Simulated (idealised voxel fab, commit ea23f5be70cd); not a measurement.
voxel released beams: a process module
We display cut, a cross-section 280 nm in width whose square cells are each 5 nm.
Cross-section layout: square cells on a grid; listed as bands, top to bottom; a band spans one or more cell rows. It is stipulated that each band's entry specify, in nanometres, the height of the top of the band and then that of its bottom, followed by the materials of the band in left-to-right sequence, each together with its width in nanometres. A single material marked by the word "throughout" is understood to fill the band from edge to edge; the word "empty" is understood to denote empty space. Basically, 0 is our baseline, since under it the wafer straight out of the box is all one material. The bottom band has no lower end and keeps on going down, so it looks like "z 0 and below". Per-row width for "30 to 40": begins at first number (top row of band), ends at second number (bottom row), increment between rows held constant. A step reported as "nothing changed" is a step in which no cell of the cross-section changed. What "Enclosed void list" gives you is every empty space of 8 cells or more that is cut off from the top. Each appears as width x height at distance, with the distance taken from the left edge and width, height and distance all in nm. after a step's settings: what the simulator itself notes on the step. The "overlay nm" setting may appear on a step's line; for a step that uses a mask, it gives how far to the right of its planned position the mask lay, and a negative value indicates the left. Each of the pairs that make up the rest of this document says: here is the cross-section before one process step, here is the cross-section after it, drawn only down to the lowest band that changed, and here, under the pair, is the step lying between them with its settings. Different pairs may come from different runs of this module on the same starting wafer, so a pair continues from the pair above it only where its entry headed "Before processing step" says so.

Before processing step
    z 50 to 30 = 105 nm empty; 25 nm resist; 150 nm empty
    z 30 to 10 = 105 nm empty; 25 nm SiO2; 150 nm empty
    z 10 to 0 = Al2O3 throughout
    z 0 and below = Si throughout
    Enclosed void list: none

Cut View, Post-Step
    z 30 to 10 = 105 nm empty; 25 nm SiO2; 150 nm empty
    For the remainder of the cross-section, below 10, there is no change.
    Enclosed void list: none
Intermediate step for the cross-sections above: STRIP,etch materials resist

Before processing step: The cross-section prior to this step is the one presented after the step of the pair immediately above.

Cut View, Post-Step
    z 40 to 30 = 95 nm empty; 45 nm SiN; 140 nm empty
    z 30 to 20 = 95 nm empty; 10 nm SiN; 25 nm SiO2; 10 nm SiN; 140 nm empty
    z 20 to 10 = 105 nm SiN; 25 nm SiO2; 150 nm SiN
    For the remainder of the cross-section, below 10, there is no change.
    Enclosed void list: none
Intermediate step for the cross-sections above: CONFORMAL_DEP,material SiN,thk nm 10

Before processing step: The cross-section prior to this step is the one presented after the step of the pair immediately above.

Cut View, Post-Step
    z 50 to 40 = 95 nm empty; 45 nm aC; 140 nm empty
    z 40 to 30 = 95 nm empty; 45 nm SiN; 140 nm empty
    z 30 to 20 = 95 nm aC; 10 nm SiN; 25 nm SiO2; 10 nm SiN; 140 nm aC
    For the remainder of the cross-section, below 20, there is no change.
    Enclosed void list: none
Intermediate step for the cross-sections above: DIRECTIONAL_DEP,material aC,thk nm 10

Before processing step: The cross-section prior to this step is the one presented after the step of the pair immediately above.

Cut View, Post-Step
    z 80 to 50 = 100 nm empty; 70 nm resist; 110 nm empty
    z 50 to 40 = 95 nm empty; 45 nm aC; 30 nm resist; 110 nm empty
    z 40 to 30 = 95 nm empty; 45 nm SiN; 30 nm resist; 110 nm empty
    For the remainder of the cross-section, below 30, there is no change.
    Enclosed void list: none
Intermediate step for the cross-sections above: PATTERN,tone cover,mask id BEAM,material resist,width nm 70,thk nm 30,overlay nm 0

Before processing step: The cross-section prior to this step is the one presented after the step of the pair immediately above.

Cut View, Post-Step
    z 70 to 50 = 100 nm empty; 70 nm resist; 110 nm empty
    z 50 to 40 = 100 nm empty; 40 nm aC; 30 nm resist; 110 nm empty
    z 40 to 30 = 95 nm empty; 45 nm SiN; 30 nm resist; 110 nm empty
    z 30 to 20 = 95 nm empty; 10 nm SiN; 25 nm SiO2; 10 nm SiN; 30 nm aC; 110 nm empty
    For the remainder of the cross-section, below 20, there is no change.
    Enclosed void list: none
Intermediate step for the cross-sections above: DIRECTIONAL_ETCH,etch materials aC,depth nm 10

Before processing step: The cross-section prior to this step is the one presented after the step of the pair immediately above.

Cut View, Post-Step
    z 50 to 40 = 100 nm empty; 40 nm aC; 140 nm empty
    z 40 to 30 = 95 nm empty; 45 nm SiN; 140 nm empty
    For the remainder of the cross-section, below 30, there is no change.
    Enclosed void list: none
Intermediate step for the cross-sections above: STRIP,etch materials resist

Before processing step: The cross-section prior to this step is the one presented after the step of the pair immediately above.

Cut View, Post-Step
    z 50 to 40 = 100 nm empty; 40 nm aC; 140 nm empty
    z 40 to 30 = 100 nm empty; 40 nm SiN; 140 nm empty
    z 30 to 20 = 95 nm empty; 10 nm SiN; 25 nm SiO2; 10 nm SiN; 30 nm aC; 110 nm empty
    z 20 to 10 = 95 nm empty; 10 nm SiN; 25 nm SiO2; 40 nm SiN; 110 nm empty
    For the remainder of the cross-section, below 10, there is no change.
    Enclosed void list: none
Intermediate step for the cross-sections above: DIRECTIONAL_ETCH,etch materials SiN,depth nm 10

Before processing step: The cross-section prior to this step is the one presented after the step of the pair immediately above.

Cut View, Post-Step
    z 40 to 30 = 100 nm empty; 40 nm SiN; 140 nm empty
    z 30 to 20 = 95 nm empty; 10 nm SiN; 25 nm SiO2; 10 nm SiN; 140 nm empty
    For the remainder of the cross-section, below 20, there is no change.
    Enclosed void list: none
Intermediate step for the cross-sections above: STRIP,etch materials aC
